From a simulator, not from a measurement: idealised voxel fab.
voxel ribs on slabs: a process module
Square cells of 5 nm make up the cross-section cut, whose width is 205 nm.
Cross-section, as written here: a square-cell grid given band by band from the top down, where a band holds one or more rows of cells. Heads up on the band format: heights come first, top then bottom, in nm. After that it's the materials left to right, each with its width in nm. A single material flagged "everywhere" fills the whole band edge to edge, and "air" means there's empty space there. Height 0 is the level under which the wafer as received is all one material. The lowest band goes on downwards, as in "0 -> down". The expression "30..40" gives the width at the extremes of the band, the first number at its top row of cells and the second at its bottom row, with the width changing by equal amounts from each row to the next in between. Basically "nothing got changed" means that step didn't change any cell in the cross-section. Entry "Sealed void list" = empty spaces >= 8 cells with no open way to the top; each as width x height at distance, distance from left edge, all nm. On a step's line, text after the settings is the simulator commenting on that step. The optional step-line setting "overlay nm" applies to steps with a mask and quantifies how far to the right of its planned location the mask lay, a negative value indicating leftward placement.

# Process steps - plan
1,RECEIVE: material Si
2,DIRECTIONAL_DEP: material SiO2, thk nm 30
3,DIRECTIONAL_DEP: material polySi, thk nm 25
4,MASKED_ETCH: tone cover, mask id RIB, width nm 30, etch materials polySi, depth nm 5, overlay nm 0
5,DIRECTIONAL_DEP: material aC, thk nm 15
6,PATTERN: tone cover, mask id SLAB, material resist, width nm 70, thk nm 35, overlay nm 0
7,DIRECTIONAL_ETCH: etch materials aC, depth nm 15
8,STRIP: etch materials resist
9,DIRECTIONAL_ETCH: etch materials polySi, depth nm 20
10,STRIP: etch materials aC
11,FILL_DEP: material SiO2, thk nm 25
12,CMP: height nm 70
13,DIRECTIONAL_DEP: material W, thk nm 10
14,MASKED_ETCH: tone cover, mask id HEATER, width nm 40, etch materials W, depth nm 10, overlay nm 0
15,CONFORMAL_DEP: material SiN, thk nm 5

# Incoming wafer, cross-sectional view, post step 1
* 0 -> down = Si everywhere
* Sealed void list: none

# The first of two wafers, cross-sectioned at the end of the module, with the run proceeding as planned
* 85 -> 80 = 75 of air  50 of SiN  80 of air
* 80 -> 75 = 75 of air  5 of SiN  40 of W  5 of SiN  80 of air
* 75 -> 70 = 80 of SiN  40 of W  85 of SiN
* 70 -> 55 = SiO2 everywhere
* 55 -> 50 = 85 of SiO2  30 of polySi  90 of SiO2
* 50 -> 30 = 65 of SiO2  70 of polySi  70 of SiO2
* 30 -> 0 = SiO2 everywhere
* 0 -> down = Si everywhere
* Sealed void list: none

# Same start, same plan as the first wafer - but one mistake in the run. Cross-section of the second of the two at the end of the module
* 85 -> 80 = 75 of air  50 of SiN  80 of air
* 80 -> 75 = 75 of air  5 of SiN  40 of W  5 of SiN  80 of air
* 75 -> 70 = 80 of SiN  40 of W  85 of SiN
* 70 -> 55 = SiO2 everywhere
* 55 -> 50 = 85 of SiO2  30 of polySi  90 of SiO2
* 50 -> 30 = 60 of SiO2  80 of polySi  65 of SiO2
* 30 -> 0 = SiO2 everywhere
* 0 -> down = Si everywhere
* Sealed void list: none
The mistake made against the process plan was this: heads up, step 6 didn't go per plan, it actually ran as PATTERN: tone cover, mask id SLAB, material resist, width nm 80, thk nm 35, overlay nm 0
Final tally in cells, some materials are higher or lower on the second wafer than on the first: -8 SiO2; +8 polySi
